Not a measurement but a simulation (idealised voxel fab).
Documented hereafter: the process module known as voxel self aligned vias.
Xsec cut, 185 nm wide, square cell size 5 nm.
Cross-section = grid of square cells, listed top down in bands; band = one or more rows. Read a band's entry like this: the first values are the height of its top and the height of its bottom in nm, and what follows is the sequence of materials from left to right, each with its width in nm. Note that "air" is empty space, and that a single material marked "throughout" reaches across the band from edge to edge. Height is counted from the level 0, under which the received wafer is composed throughout of one material. The lowest of the bands is not closed at the bottom but continues downward, in the notation "0 down". Read "30..40" as a graded width: first number on top, second number at the bottom, same change between each pair of neighbouring rows. "nothing different" (step): cross-section cells unchanged, all of them. Closed-off voids of 8+ cells (no open route to the top) go in "Entrapped voids", written width x height at distance from the left edge, in nm. It should be noted that, on the line of a given step, the content following the step's settings is a remark produced by the simulator itself with respect to that step. Each step line may optionally specify "overlay nm", which for a step with a mask gives the rightward distance between the mask's planned place and where it lay, a negative value indicating the leftward direction.

STEPS IN THE PROCESS PLAN
step 1: RECEIVE [material Si]
step 2: CONFORMAL_DEP [material SiO2] [thk nm 15]
step 3: CONFORMAL_DEP [material SiCN] [thk nm 5]
step 4: DIRECTIONAL_DEP [material SiO2] [thk nm 30]
step 5: DIRECTIONAL_DEP [material aC] [thk nm 5]
step 6: PATTERN [tone open] [mask id LINES] [material resist] [width nm 25] [pitch nm 50] [thk nm 25] [overlay nm 0]
step 7: DIRECTIONAL_ETCH [etch materials aC] [depth nm 10]
step 8: STRIP [etch materials resist]
step 9: DIRECTIONAL_ETCH [etch materials SiO2] [depth nm 30]
step 10: STRIP [etch materials aC]
step 11: CONFORMAL_DEP [material TiN] [thk nm 5]
step 12: FILL_DEP [material W] [thk nm 5]
step 13: CMP [height nm 50]
step 14: SELECTIVE_ETCH [etch materials W Ru TiN] [depth nm 5]
step 15: FILL_DEP [material SiN] [thk nm 10]
step 16: CMP [height nm 50]
step 17: DIRECTIONAL_DEP [material SiO2] [thk nm 15]
step 18: MASKED_ETCH [tone open] [mask id VIAS] [width nm 35] [etch materials SiO2] [depth nm 15] [overlay nm 0]
step 19: MASKED_ETCH [tone open] [mask id VIAS] [width nm 35] [etch materials SiN] [depth nm 5] [overlay nm 0]
step 20: CONFORMAL_DEP [material TiN] [thk nm 5]
step 21: FILL_DEP [material Cu] [thk nm 10]
step 22: CMP [height nm 65]
step 23: CONFORMAL_DEP [material SiCN] [thk nm 5]
For this document, wafers share an identical start and vary in the step 5 thk nm; the plan quotes the first wafer's value.

INCOMING STATE OF THE FIRST OF SEVERAL WAFERS IN CROSS-SECTION: AFTER STEP 1
	0 down = Si throughout
	Entrapped voids: none

TABLE: WAFERS, A ROW EACH; END-OF-MODULE CELL CHANGE PER MATERIAL SINCE RECEIPT, GAIN (+), LOSS (-); THEN CLOSED VOIDS
thk nm 5; +13 Cu; +74 SiCN; +5 SiN; +363 SiO2; +39 TiN; +24 W; Entrapped voids: none
thk nm 10; +13 Cu; +74 SiCN; +5 SiN; +363 SiO2; +39 TiN; +24 W; Entrapped voids: none
thk nm 15; +10 Cu; +74 SiCN; +423 SiO2; +11 TiN; Entrapped voids: none
thk nm 20; +10 Cu; +74 SiCN; +423 SiO2; +11 TiN; Entrapped voids: none
thk nm 25; +10 Cu; +74 SiCN; +423 SiO2; +11 TiN; Entrapped voids: none
